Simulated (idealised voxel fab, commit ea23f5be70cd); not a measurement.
process module | voxel plated lines
cross-section cut | 215 nm wide | cells 5 nm
A cross-section is a grid of square cells, given in bands from the top down. A band is one or more rows of cells.
Each band's line starts with the height of the band's top and of its bottom, in nm. Then come its materials from left to right, each with its width in nm. One material with "throughout" fills the band from edge to edge. "air" is empty space.
Height 0 is the level under which the wafer as received is all one material. The lowest band goes on downwards, as in "0 down".
A width such as "30 to 40" changes by the same amount from each row of cells to the next, from the band's top row to its bottom row.
"no change" after a step means that no cell of the cross-section changed.
closed voids: empty space of 8 cells or more with no open way to the top, each as width x height at its distance from the left edge, in nm
after a step's settings: what the simulator itself notes on the step
overlay nm, on a step with a mask: how far to the right of its planned place the mask lay; to the left if negative
plan
1 op RECEIVE | material Si
2 op CONFORMAL_DEP | material Al2O3 | thk nm 5
3 op DIRECTIONAL_DEP | material TiN | thk nm 5
4 op PATTERN | tone open | mask id LINES | material resist | width nm 25 | pitch nm 50 | thk nm 30 | overlay nm 0
5 op EPI | material Ru | thk nm 5
6 op EPI | material Ru | thk nm 5
7 op STRIP | etch materials resist
8 op DIRECTIONAL_ETCH | etch materials TiN | depth nm 5
9 op CONFORMAL_DEP | material SiO2 | thk nm 10
as received, after step 1
  0 down: Si throughout
  closed voids: none
a wafer at the end: this start, this plan, one mistake
  30 to 20: air 65 | SiO2 40 | air 10 | SiO2 40 | air 60
  20 to 15: air 65 | SiO2 10 | Ru 20 | SiO2 10 | air 10 | SiO2 10 | Ru 20 | SiO2 10 | air 60
  15 to 10: SiO2 75 | Ru 20 | SiO2 30 | Ru 20 | SiO2 70
  10 to 5: SiO2 75 | TiN 20 | SiO2 30 | TiN 20 | SiO2 70
  5 to 0: Al2O3 throughout
  0 down: Si throughout
  closed voids: none
what went wrong: step 4 ran as: op PATTERN | tone open | mask id LINES | material resist | width nm 20 | pitch nm 50 | thk nm 30 | overlay nm 0
